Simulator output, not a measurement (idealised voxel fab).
Documented hereafter: the process module known as voxel capacitor over wiring.
It is cross-section cut that appears here, measuring 200 nm in width, its square cells being 5 nm in size.
Square cells in a grid make up a cross-section in this document, and the grid is given as bands, listed from the top down, each one or more rows of cells.
Band: top and bottom heights (nm) first, top before bottom; then materials from left to right, widths in nm. "edge to edge" marks a sole material filling the band edge to edge. "empty" denotes empty space.
Heights are measured from 0, the level below which the as-received wafer is all one material; the lowest band has no bottom and continues downward, written as in "from 0 down".
A width given as "30->40" starts at the first number in the band's top row and ends at the second number in its bottom row, shifting by an equal amount at every step from row to row.
For the purposes of this document, the phrase "same as before" attached to a step denotes that no cell within the cross-section was modified by that step.
The entry "Enclosed empty spaces" lists the empty spaces that cover at least 8 cells and have no open path to the top. Each is written as width x height at distance, where the distance is measured from the left edge and all three values are in nm.
On each step's line, the part that comes after the settings is the simulator's own comment on the step.
Steps that use a mask can have "overlay nm" on their line. It says how far the mask sat to the right of where it was meant to be. Negative means to the left.

[List of planned process steps]
1: RECEIVE [material Si]
2: CONFORMAL_DEP [material SiO2] [thk nm 15]
3: CONFORMAL_DEP [material SiCN] [thk nm 5]
4: DIRECTIONAL_DEP [material SiO2] [thk nm 20]
5: DIRECTIONAL_DEP [material aC] [thk nm 15]
6: PATTERN [tone open] [mask id METAL_1] [material resist] [width nm 25] [pitch nm 90] [thk nm 35] [overlay nm 0]
7: DIRECTIONAL_ETCH [etch materials aC] [depth nm 15]
8: STRIP [etch materials resist]
9: DIRECTIONAL_ETCH [etch materials SiO2] [depth nm 20]
10: DIRECTIONAL_ETCH [etch materials SiCN] [depth nm 5]
11: STRIP [etch materials aC]
12: CONFORMAL_DEP [material TiN] [thk nm 5]
13: FILL_DEP [material Cu] [thk nm 10]
14: CMP [height nm 40]
15: EPI [material Ru] [thk nm 5]
16: FILL_DEP [material SiCN] [thk nm 5]
17: DIRECTIONAL_DEP [material lowk] [thk nm 10]
18: PATTERN [tone open] [mask id PLUG_1] [material resist] [width nm 15] [thk nm 20] [overlay nm 0]
19: DIRECTIONAL_ETCH [etch materials lowk] [depth nm 10]
20: DIRECTIONAL_ETCH [etch materials SiCN] [depth nm 5]
21: STRIP [etch materials resist]
22: EPI [material Ru] [thk nm 10]
23: EPI [material Ru] [thk nm 5]
24: DIRECTIONAL_DEP [material TiN] [thk nm 10]
25: DIRECTIONAL_DEP [material HfO2] [thk nm 5]
26: DIRECTIONAL_DEP [material TiN] [thk nm 5]
27: DIRECTIONAL_DEP [material aC] [thk nm 10]
28: PATTERN [tone cover] [mask id UPPER_PLATE] [material resist] [width nm 70] [thk nm 25] [overlay nm 0]
29: DIRECTIONAL_ETCH [etch materials aC] [depth nm 10]
30: STRIP [etch materials resist]
31: DIRECTIONAL_ETCH [etch materials TiN] [depth nm 5]
32: DIRECTIONAL_ETCH [etch materials HfO2] [depth nm 5]
33: STRIP [etch materials aC]
34: PATTERN [tone cover] [mask id LOWER_PLATE] [material resist] [width nm 80] [thk nm 15] [overlay nm 0]
35: DIRECTIONAL_ETCH [etch materials TiN] [depth nm 10]
36: STRIP [etch materials resist]
37: FILL_DEP [material SiO2] [thk nm 20]
38: CMP [height nm 95]
39: DIRECTIONAL_DEP [material aC] [thk nm 15]
40: PATTERN [tone open] [mask id PLUG_2] [material resist] [width nm 15] [thk nm 30] [overlay nm 0]
41: DIRECTIONAL_ETCH [etch materials aC] [depth nm 15]
42: STRIP [etch materials resist]
43: DIRECTIONAL_ETCH [etch materials SiO2] [depth nm 15]
44: STRIP [etch materials aC]
45: CONFORMAL_DEP [material TiN] [thk nm 5]
46: FILL_DEP [material Ru] [thk nm 5]
47: CMP [height nm 95]
48: CONFORMAL_DEP [material SiCN] [thk nm 5]

[The following pertains to the first of two wafers, which was processed as planned]

[Cross-section of the wafer upon arrival, representing the state reached after step 1]
    from 0 down = Si edge to edge
    Enclosed empty spaces: none

[The wafer in cross-section once step 2 is complete]
    from 15 to 0 = SiO2 edge to edge
    Below 0, no change.

[The wafer in cross-section once step 3 is complete]
    from 20 to 15 = SiCN edge to edge
    Below 15, no change.

[The wafer in cross-section once step 4 is complete]
    from 40 to 20 = SiO2 edge to edge
    Below 20, no change.

[The wafer in cross-section once step 5 is complete]
    from 55 to 40 = aC edge to edge
    Below 40, no change.

[The wafer in cross-section once step 6 is complete]
    from 90 to 55 = resist: 40; empty: 25; resist: 65; empty: 25; resist: 45
    Below 55, no change.

[The wafer in cross-section once step 7 is complete]
    from 75 to 55 = resist: 40; empty: 25; resist: 65; empty: 25; resist: 45
    from 55 to 40 = aC: 40; empty: 25; aC: 65; empty: 25; aC: 45
    Below 40, no change.

[The wafer in cross-section once step 8 is complete]
    from 55 to 40 = aC: 40; empty: 25; aC: 65; empty: 25; aC: 45
    Below 40, no change.

[The wafer in cross-section once step 9 is complete]
    from 55 to 40 = aC: 40; empty: 25; aC: 65; empty: 25; aC: 45
    from 40 to 20 = SiO2: 40; empty: 25; SiO2: 65; empty: 25; SiO2: 45
    Below 20, no change.

[The wafer in cross-section once step 10 is complete]
    from 55 to 40 = aC: 40; empty: 25; aC: 65; empty: 25; aC: 45
    from 40 to 20 = SiO2: 40; empty: 25; SiO2: 65; empty: 25; SiO2: 45
    from 20 to 15 = SiCN: 40; empty: 25; SiCN: 65; empty: 25; SiCN: 45
    Below 15, no change.

[The wafer in cross-section once step 11 is complete]
    from 40 to 20 = SiO2: 40; empty: 25; SiO2: 65; empty: 25; SiO2: 45
    Below 20, no change.

[The wafer in cross-section once step 12 is complete]
    from 45 to 40 = TiN: 45; empty: 15; TiN: 75; empty: 15; TiN: 50
    from 40 to 20 = SiO2: 40; TiN: 5; empty: 15; TiN: 5; SiO2: 65; TiN: 5; empty: 15; TiN: 5; SiO2: 45
    from 20 to 15 = SiCN: 40; TiN: 25; SiCN: 65; TiN: 25; SiCN: 45
    Below 15, no change.

[The wafer in cross-section once step 13 is complete]
    from 55 to 45 = Cu edge to edge
    from 45 to 40 = TiN: 45; Cu: 15; TiN: 75; Cu: 15; TiN: 50
    from 40 to 20 = SiO2: 40; TiN: 5; Cu: 15; TiN: 5; SiO2: 65; TiN: 5; Cu: 15; TiN: 5; SiO2: 45
    Below 20, no change.

[The wafer in cross-section once step 14 is complete]
    from 40 to 20 = SiO2: 40; TiN: 5; Cu: 15; TiN: 5; SiO2: 65; TiN: 5; Cu: 15; TiN: 5; SiO2: 45
    Below 20, no change.

[The wafer in cross-section once step 15 is complete]
    from 45 to 40 = empty: 35; Ru: 35; empty: 55; Ru: 35; empty: 40
    Below 40, no change.

[The wafer in cross-section once step 16 is complete]
    from 50 to 45 = SiCN edge to edge
    from 45 to 40 = SiCN: 35; Ru: 35; SiCN: 55; Ru: 35; SiCN: 40
    Below 40, no change.

[The wafer in cross-section once step 17 is complete]
    from 60 to 50 = lowk edge to edge
    Below 50, no change.

[The wafer in cross-section once step 18 is complete]
    from 80 to 60 = resist: 50; empty: 15; resist: 135
    Below 60, no change.

[The wafer in cross-section once step 19 is complete]
    from 80 to 60 = resist: 50; empty: 15; resist: 135
    from 60 to 50 = lowk: 50; empty: 15; lowk: 135
    Below 50, no change.

[The wafer in cross-section once step 20 is complete]
    from 80 to 60 = resist: 50; empty: 15; resist: 135
    from 60 to 50 = lowk: 50; empty: 15; lowk: 135
    from 50 to 45 = SiCN: 50; empty: 15; SiCN: 135
    Below 45, no change.

[The wafer in cross-section once step 21 is complete]
    from 60 to 50 = lowk: 50; empty: 15; lowk: 135
    Below 50, no change.

[The wafer in cross-section once step 22 is complete]
    from 60 to 55 = lowk: 50; empty: 15; lowk: 135
    from 55 to 50 = lowk: 50; Ru: 15; lowk: 135
    from 50 to 45 = SiCN: 50; Ru: 15; SiCN: 135
    Below 45, no change.

[The wafer in cross-section once step 23 is complete]
    from 60 to 50 = lowk: 50; Ru: 15; lowk: 135
    Below 50, no change.

[The wafer in cross-section once step 24 is complete]
    from 70 to 60 = TiN edge to edge
    Below 60, no change.

[The wafer in cross-section once step 25 is complete]
    from 75 to 70 = HfO2 edge to edge
    Below 70, no change.

[The wafer in cross-section once step 26 is complete]
    from 80 to 75 = TiN edge to edge
    Below 75, no change.

[The wafer in cross-section once step 27 is complete]
    from 90 to 80 = aC edge to edge
    Below 80, no change.

[The wafer in cross-section once step 28 is complete]
    from 115 to 90 = empty: 50; resist: 70; empty: 80
    Below 90, no change.

[The wafer in cross-section once step 29 is complete]
    from 105 to 90 = empty: 50; resist: 70; empty: 80
    from 90 to 80 = empty: 50; aC: 70; empty: 80
    Below 80, no change.

[The wafer in cross-section once step 30 is complete]
    from 90 to 80 = empty: 50; aC: 70; empty: 80
    Below 80, no change.

[The wafer in cross-section once step 31 is complete]
    from 90 to 80 = empty: 50; aC: 70; empty: 80
    from 80 to 75 = empty: 50; TiN: 70; empty: 80
    Below 75, no change.

[The wafer in cross-section once step 32 is complete]
    from 90 to 80 = empty: 50; aC: 70; empty: 80
    from 80 to 75 = empty: 50; TiN: 70; empty: 80
    from 75 to 70 = empty: 50; HfO2: 70; empty: 80
    Below 70, no change.

[The wafer in cross-section once step 33 is complete]
    from 80 to 75 = empty: 50; TiN: 70; empty: 80
    Below 75, no change.

[The wafer in cross-section once step 34 is complete]
    from 95 to 80 = empty: 45; resist: 80; empty: 75
    from 80 to 75 = empty: 45; resist: 5; TiN: 70; resist: 5; empty: 75
    from 75 to 70 = empty: 45; resist: 5; HfO2: 70; resist: 5; empty: 75
    Below 70, no change.

[The wafer in cross-section once step 35 is complete]
    from 95 to 80 = empty: 45; resist: 80; empty: 75
    from 80 to 75 = empty: 45; resist: 5; TiN: 70; resist: 5; empty: 75
    from 75 to 70 = empty: 45; resist: 5; HfO2: 70; resist: 5; empty: 75
    from 70 to 60 = empty: 45; TiN: 80; empty: 75
    Below 60, no change.

[The wafer in cross-section once step 36 is complete]
    from 80 to 75 = empty: 50; TiN: 70; empty: 80
    from 75 to 70 = empty: 50; HfO2: 70; empty: 80
    Below 70, no change.

[The wafer in cross-section once step 37 is complete]
    from 100 to 80 = SiO2 edge to edge
    from 80 to 75 = SiO2: 50; TiN: 70; SiO2: 80
    from 75 to 70 = SiO2: 50; HfO2: 70; SiO2: 80
    from 70 to 60 = SiO2: 45; TiN: 80; SiO2: 75
    Below 60, no change.

[The wafer in cross-section once step 38 is complete]
    from 95 to 80 = SiO2 edge to edge
    Below 80, no change.

[The wafer in cross-section once step 39 is complete]
    from 110 to 95 = aC edge to edge
    Below 95, no change.

[The wafer in cross-section once step 40 is complete]
    from 140 to 110 = resist: 60; empty: 15; resist: 125
    Below 110, no change.

[The wafer in cross-section once step 41 is complete]
    from 125 to 110 = resist: 60; empty: 15; resist: 125
    from 110 to 95 = aC: 60; empty: 15; aC: 125
    Below 95, no change.

[The wafer in cross-section once step 42 is complete]
    from 110 to 95 = aC: 60; empty: 15; aC: 125
    Below 95, no change.

[The wafer in cross-section once step 43 is complete]
    from 110 to 95 = aC: 60; empty: 15; aC: 125
    from 95 to 80 = SiO2: 60; empty: 15; SiO2: 125
    Below 80, no change.

[The wafer in cross-section once step 44 is complete]
    from 95 to 80 = SiO2: 60; empty: 15; SiO2: 125
    Below 80, no change.

[The wafer in cross-section once step 45 is complete]
    from 100 to 95 = TiN: 65; empty: 5; TiN: 130
    from 95 to 85 = SiO2: 60; TiN: 5; empty: 5; TiN: 5; SiO2: 125
    from 85 to 75 = SiO2: 60->50; TiN: 15->70; SiO2: 125->80
    Below 75, no change.

[The wafer in cross-section once step 46 is complete]
    from 105 to 100 = Ru edge to edge
    from 100 to 95 = TiN: 65; Ru: 5; TiN: 130
    from 95 to 85 = SiO2: 60; TiN: 5; Ru: 5; TiN: 5; SiO2: 125
    Below 85, no change.

[The wafer in cross-section once step 47 is complete]
    from 95 to 85 = SiO2: 60; TiN: 5; Ru: 5; TiN: 5; SiO2: 125
    Below 85, no change.

[The wafer in cross-section once step 48 is complete]
    from 100 to 95 = SiCN edge to edge
    Below 95, no change.

[Now the other wafer: same start, same recipe, but we messed up one thing when running it. Up to and including step 45 it's the same as the first one]

[At the planned end of step 46, the second wafer in cross-section]
    from 105 to 100 = aC edge to edge
    from 100 to 95 = TiN: 65; aC: 5; TiN: 130
    from 95 to 85 = SiO2: 60; TiN: 5; aC: 5; TiN: 5; SiO2: 125
    Below 85, no change.

[At the planned end of step 47, the second wafer in cross-section]
    from 95 to 85 = SiO2: 60; TiN: 5; aC: 5; TiN: 5; SiO2: 125
    Below 85, no change.

[At the planned end of step 48, the second wafer in cross-section]
    from 100 to 95 = SiCN edge to edge
    Below 95, no change.
Misprocessing identified: step 46, actual vs plan mismatch, actual run FILL_DEP [material aC] [thk nm 5]
Wafer comparison, final, in cells, second relative to first, materials more or fewer: Ru: 2 fewer | aC: 2 more
